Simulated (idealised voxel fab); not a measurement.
process module | voxel transistor to metal
cross-section cut | 160 nm wide | cells 5 nm
A cross-section is a grid of square cells, given in bands from the top down. A band is one or more rows of cells.
Each band's line starts with the height of the band's top and of its bottom, in nm. Then come its materials from left to right, each with its width in nm. One material with "throughout" fills the band from edge to edge. "air" is empty space.
Height 0 is the level under which the wafer as received is all one material. The lowest band goes on downwards, as in "0 down".
A width such as "30 to 40" changes by the same amount from each row of cells to the next, from the band's top row to its bottom row.
"no change" after a step means that no cell of the cross-section changed.
closed voids: empty space of 8 cells or more with no open way to the top, each as width x height at its distance from the left edge, in nm
after a step's settings: what the simulator itself notes on the step
overlay nm, on a step with a mask: how far to the right of its planned place the mask lay; to the left if negative
plan
1 op RECEIVE | material Si
2 op OXIDIZE | depth nm 5
3 op CONFORMAL_DEP | material SiN | thk nm 10
4 op PATTERN | tone cover | mask id ACTIVE | material resist | width nm 100 | thk nm 20 | overlay nm 0
5 op DIRECTIONAL_ETCH | etch materials SiN | depth nm 10
6 op DIRECTIONAL_ETCH | etch materials SiO2 | depth nm 5
7 op DIRECTIONAL_ETCH | etch materials Si | depth nm 30
8 op STRIP | etch materials resist
9 op OXIDIZE | depth nm 5
10 op FILL_DEP | material SiO2 | thk nm 5
11 op CMP | height nm 10
12 op SELECTIVE_ETCH | etch materials SiO2 | depth nm 5
13 op STRIP | etch materials SiN
14 op SELECTIVE_ETCH | etch materials SiO2 | depth nm 5
15 op OXIDIZE | depth nm 5
16 op DIRECTIONAL_DEP | material polySi | thk nm 25
17 op DIRECTIONAL_DEP | material SiCN | thk nm 15
18 op MASKED_ETCH | tone cover | mask id GATE | width nm 20 | etch materials SiCN | depth nm 25 | overlay nm 0
19 op MASKED_ETCH | tone cover | mask id GATE | width nm 20 | etch materials polySi | depth nm 35 | overlay nm 0
20 op CONFORMAL_DEP | material SiN | thk nm 5
21 op DIRECTIONAL_ETCH | etch materials SiN | depth nm 5
22 op DIRECTIONAL_ETCH | etch materials SiO2 | depth nm 5
23 op EPI | material nSi | thk nm 5
24 op FILL_DEP | material SiO2 | thk nm 5
25 op CMP | height nm 35
26 op DIRECTIONAL_DEP | material SiO2 | thk nm 15
27 op PATTERN | tone open | mask id CONTACT | material resist | width nm 20 | pitch nm 70 | thk nm 20 | overlay nm 0
28 op DIRECTIONAL_ETCH | etch materials SiO2 | depth nm 55
29 op STRIP | etch materials resist
30 op CONFORMAL_DEP | material TiN | thk nm 5
31 op FILL_DEP | material W | thk nm 10
32 op CMP | height nm 50
33 op CONFORMAL_DEP | material SiN | thk nm 5
34 op DIRECTIONAL_DEP | material lowk | thk nm 20
35 op PATTERN | tone open | mask id METAL_1 | material resist | width nm 20 | pitch nm 70 | thk nm 15 | overlay nm 0
36 op DIRECTIONAL_ETCH | etch materials lowk | depth nm 20
37 op DIRECTIONAL_ETCH | etch materials SiN | depth nm 5
38 op STRIP | etch materials resist
39 op CONFORMAL_DEP | material TiN | thk nm 5
40 op FILL_DEP | material Ru | thk nm 10
41 op CMP | height nm 75
42 op CONFORMAL_DEP | material SiCN | thk nm 5
43 op DIRECTIONAL_DEP | material lowk | thk nm 25
44 op DIRECTIONAL_DEP | material aC | thk nm 15
45 op PATTERN | tone open | mask id METAL_2_HOLES | material resist | width nm 15 | pitch nm 70 | thk nm 35 | overlay nm 0
46 op DIRECTIONAL_ETCH | etch materials aC | depth nm 15
47 op STRIP | etch materials resist
48 op DIRECTIONAL_ETCH | etch materials lowk | depth nm 25
49 op STRIP | etch materials aC
50 op PATTERN | tone open | mask id METAL_2 | material resist | width nm 20 | pitch nm 70 | thk nm 15 | overlay nm 0
51 op DIRECTIONAL_ETCH | etch materials lowk | depth nm 15
52 op DIRECTIONAL_ETCH | etch materials SiCN | depth nm 5
53 op STRIP | etch materials resist
54 op CONFORMAL_DEP | material TiN | thk nm 5
55 op FILL_DEP | material Cu | thk nm 10
56 op CMP | height nm 105
57 op CONFORMAL_DEP | material SiCN | thk nm 5
as received, after step 1
  0 down: Si throughout
  closed voids: none
first wafer at the end, as planned
  110 to 105: SiCN throughout
  105 to 95: lowk 35 | TiN 5 | Cu 10 | TiN 5 | lowk 50 | TiN 5 | Cu 10 | TiN 5 | lowk 35
  95 to 90: lowk 35 | TiN 5 | Cu 5 | TiN 10 | lowk 50 | TiN 5 | Cu 5 | TiN 10 | lowk 35
  90 to 80: lowk 35 | TiN 5 | Cu 5 | TiN 5 | lowk 55 | TiN 5 | Cu 5 | TiN 5 | lowk 40
  80 to 75: SiCN 35 | TiN 15 | SiCN 55 | TiN 15 | SiCN 40
  75 to 55: lowk 35 | TiN 5 | Ru 10 | TiN 5 | lowk 50 | TiN 5 | Ru 10 | TiN 5 | lowk 35
  55 to 50: SiN 35 | TiN 20 | SiN 50 | TiN 20 | SiN 35
  50 to 35: SiO2 35 | TiN 5 | W 10 | TiN 5 | SiO2 50 | TiN 5 | W 10 | TiN 5 | SiO2 35
  35 to 20: SiO2 35 | TiN 5 | W 10 | TiN 5 | SiO2 10 | SiN 5 | SiCN 20 | SiN 5 | SiO2 10 | TiN 5 | W 10 | TiN 5 | SiO2 35
  20 to 0: SiO2 35 | TiN 5 | W 10 | TiN 5 | SiO2 10 | SiN 5 | polySi 20 | SiN 5 | SiO2 10 | TiN 5 | W 10 | TiN 5 | SiO2 35
  0 to -5: SiO2 25 | SiN 5 | SiO2 5 | TiN 20 | SiO2 10 | SiN 5 | polySi 20 | SiN 5 | SiO2 10 | TiN 20 | SiO2 5 | SiN 5 | SiO2 25
  -5 to -10: SiO2 30 | nSi 35 | SiO2 30 | nSi 35 | SiO2 30
  -10 to -40: SiO2 35 | Si 90 | SiO2 35
  -40 down: Si throughout
  closed voids: none
second wafer at the end: like start, like plan, one mistake
  110 to 105: SiCN throughout
  105 to 95: lowk 35 | TiN 5 | Cu 10 | TiN 5 | lowk 50 | TiN 5 | Cu 10 | TiN 5 | lowk 35
  95 to 90: lowk 35 | TiN 5 | Cu 5 | TiN 10 | lowk 50 | TiN 5 | Cu 5 | TiN 10 | lowk 35
  90 to 80: lowk 35 | TiN 5 | Cu 5 | TiN 5 | lowk 55 | TiN 5 | Cu 5 | TiN 5 | lowk 40
  80 to 75: SiCN 35 | TiN 15 | SiCN 55 | TiN 15 | SiCN 40
  75 to 55: lowk 35 | TiN 5 | Ru 10 | TiN 5 | lowk 50 | TiN 5 | Ru 10 | TiN 5 | lowk 35
  55 to 50: SiN 35 | TiN 20 | SiN 50 | TiN 20 | SiN 35
  50 to 35: SiO2 35 | TiN 5 | W 10 | TiN 5 | SiO2 50 | TiN 5 | W 10 | TiN 5 | SiO2 35
  35 to 30: SiO2 35 | TiN 5 | W 10 | TiN 5 | SiO2 10 | SiN 5 | SiCN 20 | SiN 5 | SiO2 10 | TiN 5 | W 10 | TiN 5 | SiO2 35
  30 to 25: SiCN 25 | SiN 5 | SiO2 5 | TiN 20 | SiO2 10 | SiN 5 | SiCN 20 | SiN 5 | SiO2 10 | TiN 20 | SiO2 5 | SiN 5 | SiCN 25
  25 to 20: polySi 25 | SiCN 110 | polySi 25
  20 to 0: polySi throughout
  0 to -5: SiO2 25 | polySi 110 | SiO2 25
  -5 to -10: SiO2 throughout
  -10 to -40: SiO2 35 | Si 90 | SiO2 35
  -40 down: Si throughout
  closed voids: none
what went wrong: step 17 was run twice
at the end the second wafer has, in cells: 28 more of SiCN | 12 fewer of SiN | 94 fewer of SiO2 | 24 fewer of TiN | 24 fewer of W | 14 fewer of nSi | 140 more of polySi
